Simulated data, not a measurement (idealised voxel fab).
The process module that follows is named voxel self aligned contacts.
Cross-section cut: width 300 nm, square cells of 5 nm.
If you're reading a cross-section in this doc, picture square cells in a grid; it comes to you as bands, top ones listed first down to the bottom, and a band can be one or more rows of cells. In this notation a band is specified by the heights of its top and bottom, in that order and in nm, after which its materials appear from left to right, each paired with its width in nm. The word "everywhere" attached to a single material means that material fills the band from edge to edge; the word "empty" stands for empty space. Counting heights begins at 0, where everything beneath is, in the wafer as received, one material. The lowest band has no bottom; it goes on downwards, as "0 down" shows. When a width is written as two numbers, as in "30 to 40", the first number is the width in the top row of cells of the band and the second is the width in its bottom row, and the width changes by the same amount from each row to the next. The cross-section has no changed cell in any step marked "stayed the same". Any empty space of 8 cells or more lacking an open way to the top shows up in "Unvented internal voids" as width x height at distance, distance from the left edge, in nm. The remark found on a step's line after its settings is issued by the simulator itself and pertains to that step. "overlay nm" denotes, for a step that has a mask, the displacement of the mask to the right of its planned place, with negative values corresponding to the left. So the way this works: pairs, before and after one process step. The after picture only goes down to the lowest band that actually changed, nothing below. Step and its settings are under each pair. And watch out, pairs might come from different runs of this module, same starting wafer though, so a pair only follows on from the one above if its "Pre-step snapshot" entry tells you so.

### Pre-step snapshot
> 0 down: Si everywhere
> Unvented internal voids: none

### Step Result
> 0 to -5: SiO2 everywhere
> Below a height of -5, the structure has not been altered.
> Unvented internal voids: none
Process step (between the before and after cross-sections above): OXIDIZE,depth nm 5

Pre-step snapshot: the wafer arrives at this step looking as the after cross-section in the pair just above shows it.

### Step Result
> 30 to 0: polySi everywhere
> Below a height of 0, the structure has not been altered.
> Unvented internal voids: none
Process step (between the before and after cross-sections above): DIRECTIONAL_DEP,material polySi,thk nm 30

Pre-step snapshot: the wafer arrives at this step looking as the after cross-section in the pair just above shows it.

### Step Result
> 45 to 30: SiN everywhere
> Below a height of 30, the structure has not been altered.
> Unvented internal voids: none
Process step (between the before and after cross-sections above): DIRECTIONAL_DEP,material SiN,thk nm 15

Pre-step snapshot: the wafer arrives at this step looking as the after cross-section in the pair just above shows it.

### Step Result
> 45 to 30: empty (100) / SiN (35) / empty (30) / SiN (35) / empty (100)
> Below a height of 30, the structure has not been altered.
> Unvented internal voids: none
Process step (between the before and after cross-sections above): MASKED_ETCH,tone cover,mask id GATE,width nm 35,pitch nm 65,etch materials SiN,depth nm 15,overlay nm 0

Pre-step snapshot: the wafer arrives at this step looking as the after cross-section in the pair just above shows it.

### Step Result
> 45 to 30: empty (100) / SiN (35) / empty (30) / SiN (35) / empty (100)
> 30 to 0: empty (100) / polySi (35) / empty (30) / polySi (35) / empty (100)
> Below a height of 0, the structure has not been altered.
> Unvented internal voids: none
Process step (between the before and after cross-sections above): MASKED_ETCH,tone cover,mask id GATE,width nm 35,pitch nm 65,etch materials polySi,depth nm 30,overlay nm 0

Pre-step snapshot: the wafer arrives at this step looking as the after cross-section in the pair just above shows it.

### Step Result
> 50 to 30: empty (95) / SiN (45) / empty (20) / SiN (45) / empty (95)
> 30 to 5: empty (95) / SiN (5) / polySi (35) / SiN (5) / empty (20) / SiN (5) / polySi (35) / SiN (5) / empty (95)
> 5 to 0: SiN (100) / polySi (35) / SiN (30) / polySi (35) / SiN (100)
> Below a height of 0, the structure has not been altered.
> Unvented internal voids: none
Process step (between the before and after cross-sections above): CONFORMAL_DEP,material SiN,thk nm 5

Pre-step snapshot: the wafer arrives at this step looking as the after cross-section in the pair just above shows it.

### Step Result
> 45 to 30: empty (95) / SiN (45) / empty (20) / SiN (45) / empty (95)
> 30 to 0: empty (95) / SiN (5) / polySi (35) / SiN (5) / empty (20) / SiN (5) / polySi (35) / SiN (5) / empty (95)
> Below a height of 0, the structure has not been altered.
> Unvented internal voids: none
Process step (between the before and after cross-sections above): DIRECTIONAL_ETCH,etch materials SiN,depth nm 5

Pre-step snapshot: the wafer arrives at this step looking as the after cross-section in the pair just above shows it.

### Step Result
> 55 to 45: SiO2 everywhere
> 45 to 30: SiO2 (95) / SiN (45) / SiO2 (20) / SiN (45) / SiO2 (95)
> 30 to 0: SiO2 (95) / SiN (5) / polySi (35) / SiN (5) / SiO2 (20) / SiN (5) / polySi (35) / SiN (5) / SiO2 (95)
> Below a height of 0, the structure has not been altered.
> Unvented internal voids: none
Process step (between the before and after cross-sections above): FILL_DEP,material SiO2,thk nm 10

Pre-step snapshot: the wafer arrives at this step looking as the after cross-section in the pair just above shows it.

### Step Result
> 50 to 45: SiO2 everywhere
> Below a height of 45, the structure has not been altered.
> Unvented internal voids: none
Process step (between the before and after cross-sections above): CMP,height nm 50

Pre-step snapshot: the wafer arrives at this step looking as the after cross-section in the pair just above shows it.

### Step Result
> 60 to 50: aC everywhere
> Below a height of 50, the structure has not been altered.
> Unvented internal voids: none
Process step (between the before and after cross-sections above): DIRECTIONAL_DEP,material aC,thk nm 10

Pre-step snapshot: the wafer arrives at this step looking as the after cross-section in the pair just above shows it.

### Step Result
> 85 to 60: resist (130) / empty (40) / resist (130)
> Below a height of 60, the structure has not been altered.
> Unvented internal voids: none
Process step (between the before and after cross-sections above): PATTERN,tone open,mask id CONTACT,material resist,width nm 40,thk nm 25,overlay nm 0

Pre-step snapshot: the wafer arrives at this step looking as the after cross-section in the pair just above shows it.

### Step Result
> 75 to 60: resist (130) / empty (40) / resist (130)
> 60 to 50: aC (130) / empty (40) / aC (130)
> Below a height of 50, the structure has not been altered.
> Unvented internal voids: none
Process step (between the before and after cross-sections above): DIRECTIONAL_ETCH,etch materials aC,depth nm 10

Pre-step snapshot: the wafer arrives at this step looking as the after cross-section in the pair just above shows it.

### Step Result
> 60 to 50: aC (130) / empty (40) / aC (130)
> Below a height of 50, the structure has not been altered.
> Unvented internal voids: none
Process step (between the before and after cross-sections above): STRIP,etch materials resist

Pre-step snapshot: the wafer arrives at this step looking as the after cross-section in the pair just above shows it.

### Step Result
> 60 to 50: aC (130) / empty (40) / aC (130)
> 50 to 45: SiO2 (130) / empty (40) / SiO2 (130)
> 45 to 30: SiO2 (95) / SiN (45) / empty (20) / SiN (45) / SiO2 (95)
> 30 to 0: SiO2 (95) / SiN (5) / polySi (35) / SiN (5) / empty (20) / SiN (5) / polySi (35) / SiN (5) / SiO2 (95)
> 0 to -5: SiO2 (140) / empty (20) / SiO2 (140)
> Below a height of -5, the structure has not been altered.
> Unvented internal voids: none
Process step (between the before and after cross-sections above): DIRECTIONAL_ETCH,etch materials SiO2,depth nm 55

Pre-step snapshot: the wafer arrives at this step looking as the after cross-section in the pair just above shows it.

### Step Result
> 50 to 45: SiO2 (130) / empty (40) / SiO2 (130)
> Below a height of 45, the structure has not been altered.
> Unvented internal voids: none
Process step (between the before and after cross-sections above): STRIP,etch materials aC

Pre-step snapshot: the wafer arrives at this step looking as the after cross-section in the pair just above shows it.

### Step Result
> 55 to 50: TiN (135) / empty (30) / TiN (135)
> 50 to 45: SiO2 (130) / TiN (15) / empty (10) / TiN (15) / SiO2 (130)
> 45 to 30: SiO2 (95) / SiN (45) / TiN (5) / empty (10) / TiN (5) / SiN (45) / SiO2 (95)
> 30 to 0: SiO2 (95) / SiN (5) / polySi (35) / SiN (5) / TiN (5) / empty (10) / TiN (5) / SiN (5) / polySi (35) / SiN (5) / SiO2 (95)
> 0 to -5: SiO2 (140) / TiN (20) / SiO2 (140)
> Below a height of -5, the structure has not been altered.
> Unvented internal voids: none
Process step (between the before and after cross-sections above): CONFORMAL_DEP,material TiN,thk nm 5

Pre-step snapshot: the wafer arrives at this step looking as the after cross-section in the pair just above shows it.

### Step Result
> 65 to 55: W everywhere
> 55 to 50: TiN (135) / W (30) / TiN (135)
> 50 to 45: SiO2 (130) / TiN (15) / W (10) / TiN (15) / SiO2 (130)
> 45 to 30: SiO2 (95) / SiN (45) / TiN (5) / W (10) / TiN (5) / SiN (45) / SiO2 (95)
> 30 to 0: SiO2 (95) / SiN (5) / polySi (35) / SiN (5) / TiN (5) / W (10) / TiN (5) / SiN (5) / polySi (35) / SiN (5) / SiO2 (95)
> Below a height of 0, the structure has not been altered.
> Unvented internal voids: none
Process step (between the before and after cross-sections above): FILL_DEP,material W,thk nm 10

Pre-step snapshot: the wafer arrives at this step looking as the after cross-section in the pair just above shows it.

### Step Result
> 50 to 45: SiO2 (130) / TiN (15) / W (10) / TiN (15) / SiO2 (130)
> Below a height of 45, the structure has not been altered.
> Unvented internal voids: none
Process step (between the before and after cross-sections above): CMP,height nm 50

Pre-step snapshot: the wafer arrives at this step looking as the after cross-section in the pair just above shows it.

### Step Result
> 55 to 50: SiN everywhere
> Below a height of 50, the structure has not been altered.
> Unvented internal voids: none
Process step (between the before and after cross-sections above): CONFORMAL_DEP,material SiN,thk nm 5

### Pre-step snapshot
> 45 to 30: empty (100) / SiN (35) / empty (30) / SiN (35) / empty (100)
> 30 to 0: empty (100) / polySi (35) / empty (30) / polySi (35) / empty (100)
> 0 to -5: SiO2 everywhere
> -5 down: Si everywhere
> Unvented internal voids: none

### Step Result
> 40 to 30: empty (100) / SiN (35) / empty (30) / SiN (35) / empty (100)
> Below a height of 30, the structure has not been altered.
> Unvented internal voids: none
Process step (between the before and after cross-sections above): DIRECTIONAL_ETCH,etch materials SiN,depth nm 5

Pre-step snapshot: the wafer arrives at this step looking as the after cross-section in the pair just above shows it.

### Step Result
> 50 to 40: SiO2 everywhere
> 40 to 30: SiO2 (100) / SiN (35) / SiO2 (30) / SiN (35) / SiO2 (100)
> 30 to 0: SiO2 (100) / polySi (35) / SiO2 (30) / polySi (35) / SiO2 (100)
> Below a height of 0, the structure has not been altered.
> Unvented internal voids: none
Process step (between the before and after cross-sections above): FILL_DEP,material SiO2,thk nm 10

Pre-step snapshot: the wafer arrives at this step looking as the after cross-section in the pair just above shows it.

### Step Result
> 60 to 50: aC everywhere
> Below a height of 50, the structure has not been altered.
> Unvented internal voids: none
Process step (between the before and after cross-sections above): DIRECTIONAL_DEP,material aC,thk nm 10

Pre-step snapshot: the wafer arrives at this step looking as the after cross-section in the pair just above shows it.

### Step Result
> 85 to 60: resist (130) / empty (40) / resist (130)
> Below a height of 60, the structure has not been altered.
> Unvented internal voids: none
Process step (between the before and after cross-sections above): PATTERN,tone open,mask id CONTACT,material resist,width nm 40,thk nm 25,overlay nm 0

Pre-step snapshot: the wafer arrives at this step looking as the after cross-section in the pair just above shows it.

### Step Result
> 75 to 60: resist (130) / empty (40) / resist (130)
> 60 to 50: aC (130) / empty (40) / aC (130)
> Below a height of 50, the structure has not been altered.
> Unvented internal voids: none
Process step (between the before and after cross-sections above): DIRECTIONAL_ETCH,etch materials aC,depth nm 10

Pre-step snapshot: the wafer arrives at this step looking as the after cross-section in the pair just above shows it.

### Step Result
> 60 to 50: aC (130) / empty (40) / aC (130)
> Below a height of 50, the structure has not been altered.
> Unvented internal voids: none
Process step (between the before and after cross-sections above): STRIP,etch materials resist

Pre-step snapshot: the wafer arrives at this step looking as the after cross-section in the pair just above shows it.

### Step Result
> 60 to 50: aC (130) / empty (40) / aC (130)
> 50 to 40: SiO2 (130) / empty (40) / SiO2 (130)
> 40 to 30: SiO2 (100) / SiN (35) / empty (30) / SiN (35) / SiO2 (100)
> 30 to 0: SiO2 (100) / polySi (35) / empty (30) / polySi (35) / SiO2 (100)
> 0 to -5: SiO2 (135) / empty (30) / SiO2 (135)
> Below a height of -5, the structure has not been altered.
> Unvented internal voids: none
Process step (between the before and after cross-sections above): DIRECTIONAL_ETCH,etch materials SiO2,depth nm 55

Pre-step snapshot: the wafer arrives at this step looking as the after cross-section in the pair just above shows it.

### Step Result
> 50 to 40: SiO2 (130) / empty (40) / SiO2 (130)
> Below a height of 40, the structure has not been altered.
> Unvented internal voids: none
Process step (between the before and after cross-sections above): STRIP,etch materials aC

Pre-step snapshot: the wafer arrives at this step looking as the after cross-section in the pair just above shows it.

### Step Result
> 55 to 50: TiN (135) / empty (30) / TiN (135)
> 50 to 40: SiO2 (130) / TiN (5 to 10) / empty (30 to 20) / TiN (5 to 10) / SiO2 (130)
> 40 to 30: SiO2 (100) / SiN (35) / TiN (5) / empty (20) / TiN (5) / SiN (35) / SiO2 (100)
> 30 to 0: SiO2 (100) / polySi (35) / TiN (5) / empty (20) / TiN (5) / polySi (35) / SiO2 (100)
> 0 to -5: SiO2 (135) / TiN (30) / SiO2 (135)
> Below a height of -5, the structure has not been altered.
> Unvented internal voids: none
Process step (between the before and after cross-sections above): CONFORMAL_DEP,material TiN,thk nm 5

Pre-step snapshot: the wafer arrives at this step looking as the after cross-section in the pair just above shows it.

### Step Result
> 65 to 55: W everywhere
> 55 to 50: TiN (135) / W (30) / TiN (135)
> 50 to 40: SiO2 (130) / TiN (5 to 10) / W (30 to 20) / TiN (5 to 10) / SiO2 (130)
> 40 to 30: SiO2 (100) / SiN (35) / TiN (5) / W (20) / TiN (5) / SiN (35) / SiO2 (100)
> 30 to 0: SiO2 (100) / polySi (35) / TiN (5) / W (20) / TiN (5) / polySi (35) / SiO2 (100)
> Below a height of 0, the structure has not been altered.
> Unvented internal voids: none
Process step (between the before and after cross-sections above): FILL_DEP,material W,thk nm 10

Pre-step snapshot: the wafer arrives at this step looking as the after cross-section in the pair just above shows it.

### Step Result
> 50 to 40: SiO2 (130) / TiN (5 to 10) / W (30 to 20) / TiN (5 to 10) / SiO2 (130)
> Below a height of 40, the structure has not been altered.
> Unvented internal voids: none
Process step (between the before and after cross-sections above): CMP,height nm 50

Pre-step snapshot: the wafer arrives at this step looking as the after cross-section in the pair just above shows it.

### Step Result
> 55 to 50: SiN everywhere
> Below a height of 50, the structure has not been altered.
> Unvented internal voids: none
Process step (between the before and after cross-sections above): CONFORMAL_DEP,material SiN,thk nm 5

### Pre-step snapshot
> 30 to 0: polySi everywhere
> 0 to -5: SiO2 everywhere
> -5 down: Si everywhere
> Unvented internal voids: none

### Step Result
> 60 to 0: polySi everywhere
> Below a height of 0, the structure has not been altered.
> Unvented internal voids: none
Process step (between the before and after cross-sections above): DIRECTIONAL_DEP,material polySi,thk nm 30

Pre-step snapshot: the wafer arrives at this step looking as the after cross-section in the pair just above shows it.

### Step Result
> 75 to 60: SiN everywhere
> Below a height of 60, the structure has not been altered.
> Unvented internal voids: none
Process step (between the before and after cross-sections above): DIRECTIONAL_DEP,material SiN,thk nm 15

Pre-step snapshot: the wafer arrives at this step looking as the after cross-section in the pair just above shows it.

### Step Result
> 75 to 60: empty (100) / SiN (35) / empty (30) / SiN (35) / empty (100)
> Below a height of 60, the structure has not been altered.
> Unvented internal voids: none
Process step (between the before and after cross-sections above): MASKED_ETCH,tone cover,mask id GATE,width nm 35,pitch nm 65,etch materials SiN,depth nm 15,overlay nm 0

Pre-step snapshot: the wafer arrives at this step looking as the after cross-section in the pair just above shows it.

### Step Result
> 75 to 60: empty (100) / SiN (35) / empty (30) / SiN (35) / empty (100)
> 60 to 30: empty (100) / polySi (35) / empty (30) / polySi (35) / empty (100)
> Below a height of 30, the structure has not been altered.
> Unvented internal voids: none
Process step (between the before and after cross-sections above): MASKED_ETCH,tone cover,mask id GATE,width nm 35,pitch nm 65,etch materials polySi,depth nm 30,overlay nm 0

Pre-step snapshot: the wafer arrives at this step looking as the after cross-section in the pair just above shows it.

### Step Result
> 80 to 60: empty (95) / SiN (45) / empty (20) / SiN (45) / empty (95)
> 60 to 35: empty (95) / SiN (5) / polySi (35) / SiN (5) / empty (20) / SiN (5) / polySi (35) / SiN (5) / empty (95)
> 35 to 30: SiN (100) / polySi (35) / SiN (30) / polySi (35) / SiN (100)
> Below a height of 30, the structure has not been altered.
> Unvented internal voids: none
Process step (between the before and after cross-sections above): CONFORMAL_DEP,material SiN,thk nm 5

Pre-step snapshot: the wafer arrives at this step looking as the after cross-section in the pair just above shows it.

### Step Result
> 75 to 60: empty (95) / SiN (45) / empty (20) / SiN (45) / empty (95)
> 60 to 30: empty (95) / SiN (5) / polySi (35) / SiN (5) / empty (20) / SiN (5) / polySi (35) / SiN (5) / empty (95)
> Below a height of 30, the structure has not been altered.
> Unvented internal voids: none
Process step (between the before and after cross-sections above): DIRECTIONAL_ETCH,etch materials SiN,depth nm 5

Pre-step snapshot: the wafer arrives at this step looking as the after cross-section in the pair just above shows it.

### Step Result
> 85 to 75: SiO2 everywhere
> 75 to 60: SiO2 (95) / SiN (45) / SiO2 (20) / SiN (45) / SiO2 (95)
> 60 to 30: SiO2 (95) / SiN (5) / polySi (35) / SiN (5) / SiO2 (20) / SiN (5) / polySi (35) / SiN (5) / SiO2 (95)
> Below a height of 30, the structure has not been altered.
> Unvented internal voids: none
Process step (between the before and after cross-sections above): FILL_DEP,material SiO2,thk nm 10

Pre-step snapshot: the wafer arrives at this step looking as the after cross-section in the pair just above shows it.

### Step Result
> 50 to 30: SiO2 (95) / SiN (5) / polySi (35) / SiN (5) / SiO2 (20) / SiN (5) / polySi (35) / SiN (5) / SiO2 (95)
> Below a height of 30, the structure has not been altered.
> Unvented internal voids: none
Process step (between the before and after cross-sections above): CMP,height nm 50

Pre-step snapshot: the wafer arrives at this step looking as the after cross-section in the pair just above shows it.

### Step Result
> 60 to 50: aC everywhere
> Below a height of 50, the structure has not been altered.
> Unvented internal voids: none
Process step (between the before and after cross-sections above): DIRECTIONAL_DEP,material aC,thk nm 10

Pre-step snapshot: the wafer arrives at this step looking as the after cross-section in the pair just above shows it.

### Step Result
> 85 to 60: resist (130) / empty (40) / resist (130)
> Below a height of 60, the structure has not been altered.
> Unvented internal voids: none
Process step (between the before and after cross-sections above): PATTERN,tone open,mask id CONTACT,material resist,width nm 40,thk nm 25,overlay nm 0

Pre-step snapshot: the wafer arrives at this step looking as the after cross-section in the pair just above shows it.

### Step Result
> 75 to 60: resist (130) / empty (40) / resist (130)
> 60 to 50: aC (130) / empty (40) / aC (130)
> Below a height of 50, the structure has not been altered.
> Unvented internal voids: none
Process step (between the before and after cross-sections above): DIRECTIONAL_ETCH,etch materials aC,depth nm 10

Pre-step snapshot: the wafer arrives at this step looking as the after cross-section in the pair just above shows it.

### Step Result
> 60 to 50: aC (130) / empty (40) / aC (130)
> Below a height of 50, the structure has not been altered.
> Unvented internal voids: none
Process step (between the before and after cross-sections above): STRIP,etch materials resist

Pre-step snapshot: the wafer arrives at this step looking as the after cross-section in the pair just above shows it.

### Step Result
> 60 to 50: aC (130) / empty (40) / aC (130)
> 50 to 30: SiO2 (95) / SiN (5) / polySi (35) / SiN (5) / empty (20) / SiN (5) / polySi (35) / SiN (5) / SiO2 (95)
> Below a height of 30, the structure has not been altered.
> Unvented internal voids: none
Process step (between the before and after cross-sections above): DIRECTIONAL_ETCH,etch materials SiO2,depth nm 55

Pre-step snapshot: the wafer arrives at this step looking as the after cross-section in the pair just above shows it.

### Step Result
> 50 to 30: SiO2 (95) / SiN (5) / polySi (35) / SiN (5) / empty (20) / SiN (5) / polySi (35) / SiN (5) / SiO2 (95)
> Below a height of 30, the structure has not been altered.
> Unvented internal voids: none
Process step (between the before and after cross-sections above): STRIP,etch materials aC

Pre-step snapshot: the wafer arrives at this step looking as the after cross-section in the pair just above shows it.

### Step Result
> 55 to 50: TiN (145) / empty (10) / TiN (145)
> 50 to 35: SiO2 (95) / SiN (5) / polySi (35) / SiN (5) / TiN (5) / empty (10) / TiN (5) / SiN (5) / polySi (35) / SiN (5) / SiO2 (95)
> 35 to 30: SiO2 (95) / SiN (5) / polySi (35) / SiN (5) / TiN (20) / SiN (5) / polySi (35) / SiN (5) / SiO2 (95)
> Below a height of 30, the structure has not been altered.
> Unvented internal voids: none
Process step (between the before and after cross-sections above): CONFORMAL_DEP,material TiN,thk nm 5

Pre-step snapshot: the wafer arrives at this step looking as the after cross-section in the pair just above shows it.

### Step Result
> 65 to 55: W everywhere
> 55 to 50: TiN (145) / W (10) / TiN (145)
> 50 to 35: SiO2 (95) / SiN (5) / polySi (35) / SiN (5) / TiN (5) / W (10) / TiN (5) / SiN (5) / polySi (35) / SiN (5) / SiO2 (95)
> Below a height of 35, the structure has not been altered.
> Unvented internal voids: none
Process step (between the before and after cross-sections above): FILL_DEP,material W,thk nm 10

Pre-step snapshot: the wafer arrives at this step looking as the after cross-section in the pair just above shows it.

### Step Result
> 50 to 35: SiO2 (95) / SiN (5) / polySi (35) / SiN (5) / TiN (5) / W (10) / TiN (5) / SiN (5) / polySi (35) / SiN (5) / SiO2 (95)
> Below a height of 35, the structure has not been altered.
> Unvented internal voids: none
Process step (between the before and after cross-sections above): CMP,height nm 50

Pre-step snapshot: the wafer arrives at this step looking as the after cross-section in the pair just above shows it.

### Step Result
> 55 to 50: SiN everywhere
> Below a height of 50, the structure has not been altered.
> Unvented internal voids: none
Process step (between the before and after cross-sections above): CONFORMAL_DEP,material SiN,thk nm 5

### Pre-step snapshot
> 0 down: Si everywhere
> Unvented internal voids: none

### Step Result
> 30 to 0: polySi everywhere
> Below a height of 0, the structure has not been altered.
> Unvented internal voids: none
Process step (between the before and after cross-sections above): DIRECTIONAL_DEP,material polySi,thk nm 30

Pre-step snapshot: the wafer arrives at this step looking as the after cross-section in the pair just above shows it.

### Step Result
> 30 to 25: SiO2 everywhere
> Below a height of 25, the structure has not been altered.
> Unvented internal voids: none
Process step (between the before and after cross-sections above): OXIDIZE,depth nm 5

Pre-step snapshot: the wafer arrives at this step looking as the after cross-section in the pair just above shows it.

### Step Result
> 45 to 30: SiN everywhere
> Below a height of 30, the structure has not been altered.
> Unvented internal voids: none
Process step (between the before and after cross-sections above): DIRECTIONAL_DEP,material SiN,thk nm 15

Pre-step snapshot: the wafer arrives at this step looking as the after cross-section in the pair just above shows it.

### Step Result
> 45 to 30: empty (100) / SiN (35) / empty (30) / SiN (35) / empty (100)
> Below a height of 30, the structure has not been altered.
> Unvented internal voids: none
Process step (between the before and after cross-sections above): MASKED_ETCH,tone cover,mask id GATE,width nm 35,pitch nm 65,etch materials SiN,depth nm 15,overlay nm 0

Pre-step snapshot: the wafer arrives at this step looking as the after cross-section in the pair just above shows it.

### Step Result
> 50 to 35: empty (95) / SiN (45) / empty (20) / SiN (45) / empty (95)
> 35 to 30: SiN everywhere
> Below a height of 30, the structure has not been altered.
> Unvented internal voids: none
Process step (between the before and after cross-sections above): CONFORMAL_DEP,material SiN,thk nm 5

Pre-step snapshot: the wafer arrives at this step looking as the after cross-section in the pair just above shows it.

### Step Result
> 45 to 30: empty (95) / SiN (45) / empty (20) / SiN (45) / empty (95)
> Below a height of 30, the structure has not been altered.
> Unvented internal voids: none
Process step (between the before and after cross-sections above): DIRECTIONAL_ETCH,etch materials SiN,depth nm 5

Pre-step snapshot: the wafer arrives at this step looking as the after cross-section in the pair just above shows it.

### Step Result
> 55 to 45: SiO2 everywhere
> 45 to 30: SiO2 (95) / SiN (45) / SiO2 (20) / SiN (45) / SiO2 (95)
> Below a height of 30, the structure has not been altered.
> Unvented internal voids: none
Process step (between the before and after cross-sections above): FILL_DEP,material SiO2,thk nm 10

Pre-step snapshot: the wafer arrives at this step looking as the after cross-section in the pair just above shows it.

### Step Result
> 50 to 45: SiO2 everywhere
> Below a height of 45, the structure has not been altered.
> Unvented internal voids: none
Process step (between the before and after cross-sections above): CMP,height nm 50

Pre-step snapshot: the wafer arrives at this step looking as the after cross-section in the pair just above shows it.

### Step Result
> 60 to 50: aC everywhere
> Below a height of 50, the structure has not been altered.
> Unvented internal voids: none
Process step (between the before and after cross-sections above): DIRECTIONAL_DEP,material aC,thk nm 10

Pre-step snapshot: the wafer arrives at this step looking as the after cross-section in the pair just above shows it.

### Step Result
> 85 to 60: resist (130) / empty (40) / resist (130)
> Below a height of 60, the structure has not been altered.
> Unvented internal voids: none
Process step (between the before and after cross-sections above): PATTERN,tone open,mask id CONTACT,material resist,width nm 40,thk nm 25,overlay nm 0

Pre-step snapshot: the wafer arrives at this step looking as the after cross-section in the pair just above shows it.

### Step Result
> 75 to 60: resist (130) / empty (40) / resist (130)
> 60 to 50: aC (130) / empty (40) / aC (130)
> Below a height of 50, the structure has not been altered.
> Unvented internal voids: none
Process step (between the before and after cross-sections above): DIRECTIONAL_ETCH,etch materials aC,depth nm 10

Pre-step snapshot: the wafer arrives at this step looking as the after cross-section in the pair just above shows it.

### Step Result
> 60 to 50: aC (130) / empty (40) / aC (130)
> Below a height of 50, the structure has not been altered.
> Unvented internal voids: none
Process step (between the before and after cross-sections above): STRIP,etch materials resist

Pre-step snapshot: the wafer arrives at this step looking as the after cross-section in the pair just above shows it.

### Step Result
> 60 to 50: aC (130) / empty (40) / aC (130)
> 50 to 45: SiO2 (130) / empty (40) / SiO2 (130)
> 45 to 30: SiO2 (95) / SiN (45) / empty (20) / SiN (45) / SiO2 (95)
> 30 to 25: SiO2 (140) / empty (20) / SiO2 (140)
> Below a height of 25, the structure has not been altered.
> Unvented internal voids: none
Process step (between the before and after cross-sections above): DIRECTIONAL_ETCH,etch materials SiO2,depth nm 55

Pre-step snapshot: the wafer arrives at this step looking as the after cross-section in the pair just above shows it.

### Step Result
> 50 to 45: SiO2 (130) / empty (40) / SiO2 (130)
> Below a height of 45, the structure has not been altered.
> Unvented internal voids: none
Process step (between the before and after cross-sections above): STRIP,etch materials aC

Pre-step snapshot: the wafer arrives at this step looking as the after cross-section in the pair just above shows it.

### Step Result
> 55 to 50: TiN (135) / empty (30) / TiN (135)
> 50 to 45: SiO2 (130) / TiN (15) / empty (10) / TiN (15) / SiO2 (130)
> 45 to 30: SiO2 (95) / SiN (45) / TiN (5) / empty (10) / TiN (5) / SiN (45) / SiO2 (95)
> 30 to 25: SiO2 (140) / TiN (20) / SiO2 (140)
> Below a height of 25, the structure has not been altered.
> Unvented internal voids: none
Process step (between the before and after cross-sections above): CONFORMAL_DEP,material TiN,thk nm 5

Pre-step snapshot: the wafer arrives at this step looking as the after cross-section in the pair just above shows it.

### Step Result
> 65 to 55: W everywhere
> 55 to 50: TiN (135) / W (30) / TiN (135)
> 50 to 45: SiO2 (130) / TiN (15) / W (10) / TiN (15) / SiO2 (130)
> 45 to 30: SiO2 (95) / SiN (45) / TiN (5) / W (10) / TiN (5) / SiN (45) / SiO2 (95)
> Below a height of 30, the structure has not been altered.
> Unvented internal voids: none
Process step (between the before and after cross-sections above): FILL_DEP,material W,thk nm 10

Pre-step snapshot: the wafer arrives at this step looking as the after cross-section in the pair just above shows it.

### Step Result
> 50 to 45: SiO2 (130) / TiN (15) / W (10) / TiN (15) / SiO2 (130)
> Below a height of 45, the structure has not been altered.
> Unvented internal voids: none
Process step (between the before and after cross-sections above): CMP,height nm 50

Pre-step snapshot: the wafer arrives at this step looking as the after cross-section in the pair just above shows it.

### Step Result
> 55 to 50: SiN everywhere
> Below a height of 50, the structure has not been altered.
> Unvented internal voids: none
Process step (between the before and after cross-sections above): CONFORMAL_DEP,material SiN,thk nm 5

### Pre-step snapshot
> 0 to -5: SiO2 everywhere
> -5 down: Si everywhere
> Unvented internal voids: none

### Step Result
> 40 to 0: polySi everywhere
> Below a height of 0, the structure has not been altered.
> Unvented internal voids: none
Process step (between the before and after cross-sections above): DIRECTIONAL_DEP,material polySi,thk nm 40

Pre-step snapshot: the wafer arrives at this step looking as the after cross-section in the pair just above shows it.

### Step Result
> 55 to 40: SiN everywhere
> Below a height of 40, the structure has not been altered.
> Unvented internal voids: none
Process step (between the before and after cross-sections above): DIRECTIONAL_DEP,material SiN,thk nm 15

Pre-step snapshot: the wafer arrives at this step looking as the after cross-section in the pair just above shows it.

### Step Result
> 55 to 40: empty (100) / SiN (35) / empty (30) / SiN (35) / empty (100)
> Below a height of 40, the structure has not been altered.
> Unvented internal voids: none
Process step (between the before and after cross-sections above): MASKED_ETCH,tone cover,mask id GATE,width nm 35,pitch nm 65,etch materials SiN,depth nm 15,overlay nm 0

Pre-step snapshot: the wafer arrives at this step looking as the after cross-section in the pair just above shows it.

### Step Result
> 55 to 40: empty (100) / SiN (35) / empty (30) / SiN (35) / empty (100)
> 40 to 10: empty (100) / polySi (35) / empty (30) / polySi (35) / empty (100)
> Below a height of 10, the structure has not been altered.
> Unvented internal voids: none
Process step (between the before and after cross-sections above): MASKED_ETCH,tone cover,mask id GATE,width nm 35,pitch nm 65,etch materials polySi,depth nm 30,overlay nm 0

Pre-step snapshot: the wafer arrives at this step looking as the after cross-section in the pair just above shows it.

### Step Result
> 60 to 40: empty (95) / SiN (45) / empty (20) / SiN (45) / empty (95)
> 40 to 15: empty (95) / SiN (5) / polySi (35) / SiN (5) / empty (20) / SiN (5) / polySi (35) / SiN (5) / empty (95)
> 15 to 10: SiN (100) / polySi (35) / SiN (30) / polySi (35) / SiN (100)
> Below a height of 10, the structure has not been altered.
> Unvented internal voids: none
Process step (between the before and after cross-sections above): CONFORMAL_DEP,material SiN,thk nm 5

Pre-step snapshot: the wafer arrives at this step looking as the after cross-section in the pair just above shows it.

### Step Result
> 55 to 40: empty (95) / SiN (45) / empty (20) / SiN (45) / empty (95)
> 40 to 10: empty (95) / SiN (5) / polySi (35) / SiN (5) / empty (20) / SiN (5) / polySi (35) / SiN (5) / empty (95)
> Below a height of 10, the structure has not been altered.
> Unvented internal voids: none
Process step (between the before and after cross-sections above): DIRECTIONAL_ETCH,etch materials SiN,depth nm 5

Pre-step snapshot: the wafer arrives at this step looking as the after cross-section in the pair just above shows it.

### Step Result
> 65 to 55: SiO2 everywhere
> 55 to 40: SiO2 (95) / SiN (45) / SiO2 (20) / SiN (45) / SiO2 (95)
> 40 to 10: SiO2 (95) / SiN (5) / polySi (35) / SiN (5) / SiO2 (20) / SiN (5) / polySi (35) / SiN (5) / SiO2 (95)
> Below a height of 10, the structure has not been altered.
> Unvented internal voids: none
Process step (between the before and after cross-sections above): FILL_DEP,material SiO2,thk nm 10

Pre-step snapshot: the wafer arrives at this step looking as the after cross-section in the pair just above shows it.

### Step Result
> 50 to 40: SiO2 (95) / SiN (45) / SiO2 (20) / SiN (45) / SiO2 (95)
> Below a height of 40, the structure has not been altered.
> Unvented internal voids: none
Process step (between the before and after cross-sections above): CMP,height nm 50

Pre-step snapshot: the wafer arrives at this step looking as the after cross-section in the pair just above shows it.

### Step Result
> 60 to 50: aC everywhere
> Below a height of 50, the structure has not been altered.
> Unvented internal voids: none
Process step (between the before and after cross-sections above): DIRECTIONAL_DEP,material aC,thk nm 10
